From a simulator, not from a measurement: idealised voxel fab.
The process module that follows is named voxel capacitor over wiring.
255 nm wide, 5 nm square cells: that's cross-section cut.
Each cross-section below is a grid of square cells, stated as bands in top-down order, with one or more rows of cells making up each band.
Band entry format. Leading values: height of top, height of bottom, nm. Remainder: materials in left-to-right order, each with its width in nm. Special words: "full width" on a single material, which then fills the band edge to edge; "blank", empty space.
Heights are expressed relative to 0, this being the level below which the as-received wafer comprises one material exclusively. The lowest band is unbounded in the downward direction and is denoted as in "z 0 and below".
A width given as "30 to 40" starts at the first number in the band's top row and ends at the second number in its bottom row, shifting by an equal amount at every step from row to row.
When a step is marked "no change occurred", none of the cells in the cross-section changed during that step.
Each empty space that has no open way to the top and spans at least 8 cells appears under "Closed cavity list" as width x height at distance, the distance counted from the left edge, all in nm.
Post-settings text on a step line: simulator's own remark regarding the step.
A step line may carry the setting "overlay nm", which, for steps involving a mask, states the distance by which the mask lay to the right of its intended position; negative values denote displacement to the left.
### Process steps foreseen in the plan
| 1 | RECEIVE: material Si |
| 2 | CONFORMAL_DEP: material SiO2, thk nm 15 |
| 3 | DIRECTIONAL_DEP: material TiN, thk nm 5 |
| 4 | DIRECTIONAL_DEP: material W, thk nm 15 |
| 5 | MASKED_ETCH: tone cover, mask id METAL_1, width nm 25, pitch nm 85, etch materials W, depth nm 15, overlay nm 0 |
| 6 | MASKED_ETCH: tone cover, mask id METAL_1, width nm 25, pitch nm 85, etch materials TiN, depth nm 5, overlay nm 0 |
| 7 | CONFORMAL_DEP: material SiCN, thk nm 5 |
| 8 | FILL_DEP: material lowk, thk nm 10 |
| 9 | CMP: height nm 35 |
| 10 | CONFORMAL_DEP: material SiCN, thk nm 5 |
| 11 | DIRECTIONAL_DEP: material lowk, thk nm 10 |
| 12 | DIRECTIONAL_DEP: material aC, thk nm 15 |
| 13 | PATTERN: tone open, mask id PLUG_1, material resist, width nm 15, thk nm 30, overlay nm 0 |
| 14 | DIRECTIONAL_ETCH: etch materials aC, depth nm 15 |
| 15 | STRIP: etch materials resist |
| 16 | DIRECTIONAL_ETCH: etch materials lowk, depth nm 10 |
| 17 | DIRECTIONAL_ETCH: etch materials SiCN, depth nm 5 |
| 18 | STRIP: etch materials aC |
| 19 | CONFORMAL_DEP: material TiN, thk nm 5 |
| 20 | FILL_DEP: material Cu, thk nm 5 |
| 21 | CMP: height nm 50 |
| 22 | DIRECTIONAL_DEP: material TiN, thk nm 5 |
| 23 | DIRECTIONAL_DEP: material HfO2, thk nm 5 |
| 24 | DIRECTIONAL_DEP: material TiN, thk nm 10 |
| 25 | DIRECTIONAL_DEP: material aC, thk nm 15 |
| 26 | PATTERN: tone cover, mask id UPPER_PLATE, material resist, width nm 65, thk nm 35, overlay nm 0 |
| 27 | DIRECTIONAL_ETCH: etch materials aC, depth nm 15 |
| 28 | STRIP: etch materials resist |
| 29 | DIRECTIONAL_ETCH: etch materials TiN, depth nm 10 |
| 30 | DIRECTIONAL_ETCH: etch materials HfO2, depth nm 5 |
| 31 | STRIP: etch materials aC |
| 32 | DIRECTIONAL_DEP: material aC, thk nm 15 |
| 33 | PATTERN: tone cover, mask id LOWER_PLATE, material resist, width nm 75, thk nm 30, overlay nm 0 |
| 34 | DIRECTIONAL_ETCH: etch materials aC, depth nm 15 |
| 35 | STRIP: etch materials resist |
| 36 | DIRECTIONAL_ETCH: etch materials TiN, depth nm 5 |
| 37 | STRIP: etch materials aC |
| 38 | FILL_DEP: material SiO2, thk nm 20 |
| 39 | CMP: height nm 85 |
| 40 | PATTERN: tone open, mask id PLUG_2, material resist, width nm 15, thk nm 15, overlay nm 0 |
| 41 | DIRECTIONAL_ETCH: etch materials SiO2, depth nm 15 |
| 42 | STRIP: etch materials resist |
| 43 | CONFORMAL_DEP: material TiN, thk nm 5 |
| 44 | FILL_DEP: material Cu, thk nm 5 |
| 45 | CMP: height nm 85 |
| 46 | CONFORMAL_DEP: material SiCN, thk nm 5 |
### Wafer at receipt (post step 1), cross-section
	z 0 and below = Si full width
	Closed cavity list: none
### Cross-sectional result after module completion. Note: starting condition and plan are unchanged from above; one processing mistake was made
	z 90 to 85 = SiCN full width
	z 85 to 75 = 90 of SiO2  5 of TiN  5 of Cu  5 of TiN  150 of SiO2
	z 75 to 70 = 90 of SiO2  15 of TiN  150 of SiO2
	z 70 to 60 = 80 of SiO2  65 of TiN  110 of SiO2
	z 60 to 55 = 80 of SiO2  65 of HfO2  110 of SiO2
	z 55 to 50 = SiCN full width
	z 50 to 40 = 80 of lowk  5 of TiN  5 of Cu  5 of TiN  160 of lowk
	z 40 to 35 = 80 of SiCN  15 of TiN  160 of SiCN
	z 35 to 20 = 65 of lowk  5 of SiCN  25 of W  5 of SiCN  50 of lowk  5 of SiCN  25 of W  5 of SiCN  70 of lowk
	z 20 to 15 = 70 of SiCN  25 of TiN  60 of SiCN  25 of TiN  75 of SiCN
	z 15 to 0 = SiO2 full width
	z 0 and below = Si full width
	Closed cavity list: none
Nonconformance to the process plan: step 22 ran as: DIRECTIONAL_DEP: material SiCN, thk nm 5
